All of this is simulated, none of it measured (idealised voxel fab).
The following process module bears the name voxel gate over fins.
The figure presents cross-section cut, which has a width of 270 nm and is divided into square cells with an edge length of 5 nm.
Just so we're on the same page, the cross-sections are grids of square cells, and they're listed out in bands top to bottom, each band one or more rows deep. Within each band entry, the heights of the top and of the bottom of the band appear first, in that order and in nm; the materials of the band then follow from left to right, each with its corresponding width in nm. The designation "throughout" on a single material indicates that it fills the band from edge to edge; the designation "air" indicates empty space. Heights from 0 (as-received wafer is one material below). Bottom band endless downward, as "0 and below". Graded width ("30 to 40"): value in top row of band = first number; value in bottom row = second number; row-to-row change constant. You'll sometimes find "identical to before" written for a step, and that's the way of saying that nowhere in the cross-section did a cell change during that step. So "Enclosed void list" is basically the list of trapped voids: any empty space of 8 cells or more that can't reach the top through an opening. They're written width x height at distance, the distance being from the left edge, and it's all nm. Formally, on a step line, whatever follows the settings is a remark that the simulator itself makes on the step. Each step line may optionally specify "overlay nm", which for a step with a mask gives the rightward distance between the mask's planned place and where it lay, a negative value indicating the leftward direction.

[plan]
1: RECEIVE: material Si
2: CONFORMAL_DEP: material SiN, thk nm 10
3: PATTERN: tone cover, mask id FINS, material resist, width nm 15, pitch nm 40, thk nm 20, overlay nm -15
4: DIRECTIONAL_ETCH: etch materials SiN, depth nm 10
5: DIRECTIONAL_ETCH: etch materials Si, depth nm 35
6: STRIP: etch materials resist
7: FILL_DEP: material SiO2, thk nm 15
8: CMP: height nm 10
9: SELECTIVE_ETCH: etch materials SiO2, depth nm 20
10: STRIP: etch materials SiN
11: CONFORMAL_DEP: material HfO2, thk nm 5
12: CONFORMAL_DEP: material TiN, thk nm 5
13: CONFORMAL_DEP: material TiAl, thk nm 5
14: CONFORMAL_DEP: material TiN, thk nm 5
15: FILL_DEP: material W, thk nm 10
16: CMP: height nm 25
17: CONFORMAL_DEP: material SiCN, thk nm 10
The value of overlay nm given for step 3 in the plan refers to the first wafer; the wafers vary in this setting and are alike at the start.

[Incoming state of the first of several wafers in cross-section: after step 1]
	0 and below = Si throughout
	Enclosed void list: none

[First of several wafers: cross-section at the end of the module, after step 17, its last step]
	35 down to 25 = SiCN throughout
	25 down to 20 = W throughout
	20 down to 15 = W=50 / TiN=135 / W=85
	15 down to 10 = W=50 / TiN=5 / TiAl=125 / TiN=5 / W=85
	10 down to 5 = TiN=55 / TiAl=5 / TiN=35 / TiAl=5 / TiN=35 / TiAl=5 / TiN=35 / TiAl=5 / TiN=90
	5 down to 0 = TiAl=60 / TiN=5 / HfO2=25 / TiN=5 / TiAl=5 / TiN=5 / HfO2=25 / TiN=5 / TiAl=5 / TiN=5 / HfO2=25 / TiN=5 / TiAl=95
	0 down to -5 = TiN=65 / HfO2=5 / Si=15 / HfO2=5 / TiN=15 / HfO2=5 / Si=15 / HfO2=5 / TiN=15 / HfO2=5 / Si=15 / HfO2=5 / TiN=100
	-5 down to -10 = HfO2=70 / Si=15 / HfO2=25 / Si=15 / HfO2=25 / Si=15 / HfO2=105
	-10 down to -35 = SiO2=70 / Si=15 / SiO2=25 / Si=15 / SiO2=25 / Si=15 / SiO2=105
	-35 and below = Si throughout
	Enclosed void list: none

[End of module: cross-section, last of several wafers]
	35 down to 25 = SiCN throughout
	25 down to 20 = W throughout
	20 down to 15 = W=80 / TiN=135 / W=55
	15 down to 10 = W=80 / TiN=5 / TiAl=125 / TiN=5 / W=55
	10 down to 5 = TiN=85 / TiAl=5 / TiN=35 / TiAl=5 / TiN=35 / TiAl=5 / TiN=35 / TiAl=5 / TiN=60
	5 down to 0 = TiAl=90 / TiN=5 / HfO2=25 / TiN=5 / TiAl=5 / TiN=5 / HfO2=25 / TiN=5 / TiAl=5 / TiN=5 / HfO2=25 / TiN=5 / TiAl=65
	0 down to -5 = TiN=95 / HfO2=5 / Si=15 / HfO2=5 / TiN=15 / HfO2=5 / Si=15 / HfO2=5 / TiN=15 / HfO2=5 / Si=15 / HfO2=5 / TiN=70
	-5 down to -10 = HfO2=100 / Si=15 / HfO2=25 / Si=15 / HfO2=25 / Si=15 / HfO2=75
	-10 down to -35 = SiO2=100 / Si=15 / SiO2=25 / Si=15 / SiO2=25 / Si=15 / SiO2=75
	-35 and below = Si throughout
	Enclosed void list: none

[Below, a row for every wafer. Read it as the end-of-module picture: for each material the wafer shows its cells gained (+) or lost (-) since it was received, and then its closed voids]
overlay nm -15; +66 HfO2; -315 Si; +108 SiCN; +225 SiO2; +62 TiAl; +124 TiN; +108 W; Enclosed void list: none
overlay nm -10; +66 HfO2; -315 Si; +108 SiCN; +225 SiO2; +62 TiAl; +124 TiN; +108 W; Enclosed void list: none
overlay nm -5; +66 HfO2; -315 Si; +108 SiCN; +225 SiO2; +62 TiAl; +124 TiN; +108 W; Enclosed void list: none
overlay nm 0; +66 HfO2; -315 Si; +108 SiCN; +225 SiO2; +62 TiAl; +124 TiN; +108 W; Enclosed void list: none
overlay nm 5; +66 HfO2; -315 Si; +108 SiCN; +225 SiO2; +62 TiAl; +124 TiN; +108 W; Enclosed void list: none
overlay nm 10; +66 HfO2; -315 Si; +108 SiCN; +225 SiO2; +62 TiAl; +124 TiN; +108 W; Enclosed void list: none
overlay nm 15; +66 HfO2; -315 Si; +108 SiCN; +225 SiO2; +62 TiAl; +124 TiN; +108 W; Enclosed void list: none
